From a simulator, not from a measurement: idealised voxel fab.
The following is a process module called voxel gate over fins.
In the cross-section labelled cut, the width is 195 nm and each square cell is 5 nm.
We lay out every cross-section as a grid of square cells and spell it out in bands from the top down, where one band means one or more rows of cells.
What a band's entry tells you: where the top is and where the bottom is, as heights in nm, and after that what lies inside, material by material from left to right, each with its width in nm. Empty space is written as the word "empty", and a single material marked with the word "edge to edge" occupies the band from edge to edge.
Heights are reckoned from 0. Under this level, the received wafer is all of one material. The bottommost band is open-ended downward, for example "0 -> down".
The two numbers in a width such as "30 to 40" mark its ends across the band: the first belongs to the top row of cells, the second to the bottom row, and from each row to the next the width moves by the same amount.
The designation "no alteration", where it is given for a processing step, indicates that no cell of the cross-section was altered in the course of that step.
Reported under the label "Sealed cavities" are the empty spaces having no open way to the top and comprising 8 cells or more; the notation for each is width x height at distance, in which the distance is measured from the left edge and all three values are in nm.
It should be noted that, on the line of a given step, the content following the step's settings is a remark produced by the simulator itself with respect to that step.
For masked steps, "overlay nm" on the step line gives how far right of plan the mask actually lay; a minus sign means it lay to the left.

### Process steps foreseen in the plan
1. RECEIVE with material Si
2. CONFORMAL_DEP with material SiN, thk nm 5
3. PATTERN with tone cover, mask id FINS, material resist, width nm 15, pitch nm 45, thk nm 20, overlay nm -5
4. DIRECTIONAL_ETCH with etch materials SiN, depth nm 5
5. DIRECTIONAL_ETCH with etch materials Si, depth nm 30
6. STRIP with etch materials resist
7. OXIDIZE with depth nm 5
8. FILL_DEP with material SiO2, thk nm 5
9. CMP with height nm 5
10. SELECTIVE_ETCH with etch materials SiO2, depth nm 20
11. STRIP with etch materials SiN
12. CONFORMAL_DEP with material HfO2, thk nm 5
13. CONFORMAL_DEP with material TiN, thk nm 5
14. FILL_DEP with material W, thk nm 10
15. CMP with height nm 15
16. CONFORMAL_DEP with material SiN, thk nm 10
Wafers differ in overlay nm at step 3; plan lists the first wafer's value; identical starting state.

### First wafer of several, as received: cross-section after step 1
  0 -> down  Si edge to edge
  Sealed cavities: none

### Depicted here is the first of several wafers in cross-section, at module completion following the last step, step 16
  25 -> 15  SiN edge to edge
  15 -> 10  W edge to edge
  10 -> 5  W (10)  TiN (25)  W (20)  TiN (25)  W (20)  TiN (25)  W (20)  TiN (25)  W (25)
  5 -> 0  W (10)  TiN (5)  HfO2 (15)  TiN (5)  W (20)  TiN (5)  HfO2 (15)  TiN (5)  W (20)  TiN (5)  HfO2 (15)  TiN (5)  W (20)  TiN (5)  HfO2 (15)  TiN (5)  W (25)
  0 -> -5  W (10)  TiN (5)  HfO2 (5)  Si (5)  HfO2 (5)  TiN (5)  W (20)  TiN (5)  HfO2 (5)  Si (5)  HfO2 (5)  TiN (5)  W (20)  TiN (5)  HfO2 (5)  Si (5)  HfO2 (5)  TiN (5)  W (20)  TiN (5)  HfO2 (5)  Si (5)  HfO2 (5)  TiN (5)  W (25)
  -5 -> -10  TiN (15)  HfO2 (5)  Si (5)  HfO2 (5)  TiN (30)  HfO2 (5)  Si (5)  HfO2 (5)  TiN (30)  HfO2 (5)  Si (5)  HfO2 (5)  TiN (30)  HfO2 (5)  Si (5)  HfO2 (5)  TiN (30)
  -10 -> -15  HfO2 (20)  Si (5)  HfO2 (40)  Si (5)  HfO2 (40)  Si (5)  HfO2 (40)  Si (5)  HfO2 (35)
  -15 -> -35  SiO2 (20)  Si (5)  SiO2 (40)  Si (5)  SiO2 (40)  Si (5)  SiO2 (40)  Si (5)  SiO2 (35)
  -35 -> down  Si edge to edge
  Sealed cavities: none

### The last wafer as seen in cross-section at the end of the module
  25 -> 15  SiN edge to edge
  15 -> 10  W edge to edge
  10 -> 5  W (25)  TiN (25)  W (20)  TiN (25)  W (20)  TiN (25)  W (20)  TiN (25)  W (10)
  5 -> 0  W (25)  TiN (5)  HfO2 (15)  TiN (5)  W (20)  TiN (5)  HfO2 (15)  TiN (5)  W (20)  TiN (5)  HfO2 (15)  TiN (5)  W (20)  TiN (5)  HfO2 (15)  TiN (5)  W (10)
  0 -> -5  W (25)  TiN (5)  HfO2 (5)  Si (5)  HfO2 (5)  TiN (5)  W (20)  TiN (5)  HfO2 (5)  Si (5)  HfO2 (5)  TiN (5)  W (20)  TiN (5)  HfO2 (5)  Si (5)  HfO2 (5)  TiN (5)  W (20)  TiN (5)  HfO2 (5)  Si (5)  HfO2 (5)  TiN (5)  W (10)
  -5 -> -10  TiN (30)  HfO2 (5)  Si (5)  HfO2 (5)  TiN (30)  HfO2 (5)  Si (5)  HfO2 (5)  TiN (30)  HfO2 (5)  Si (5)  HfO2 (5)  TiN (30)  HfO2 (5)  Si (5)  HfO2 (5)  TiN (15)
  -10 -> -15  HfO2 (35)  Si (5)  HfO2 (40)  Si (5)  HfO2 (40)  Si (5)  HfO2 (40)  Si (5)  HfO2 (20)
  -15 -> -35  SiO2 (35)  Si (5)  SiO2 (40)  Si (5)  SiO2 (40)  Si (5)  SiO2 (40)  Si (5)  SiO2 (20)
  -35 -> down  Si edge to edge
  Sealed cavities: none

### Below is a per-wafer table. In it, each row describes the wafer at the end of the module by giving, for each material, the number of cells gained (+) or lost (-) since the wafer was received, and after that the closed voids of the wafer
overlay nm -5, +63 HfO2, -245 Si, +78 SiN, +140 SiO2, +63 TiN, +96 W, Sealed cavities: none
overlay nm 0, +63 HfO2, -245 Si, +78 SiN, +140 SiO2, +63 TiN, +96 W, Sealed cavities: none
overlay nm 5, +63 HfO2, -245 Si, +78 SiN, +140 SiO2, +63 TiN, +96 W, Sealed cavities: none
overlay nm 10, +63 HfO2, -245 Si, +78 SiN, +140 SiO2, +63 TiN, +96 W, Sealed cavities: none
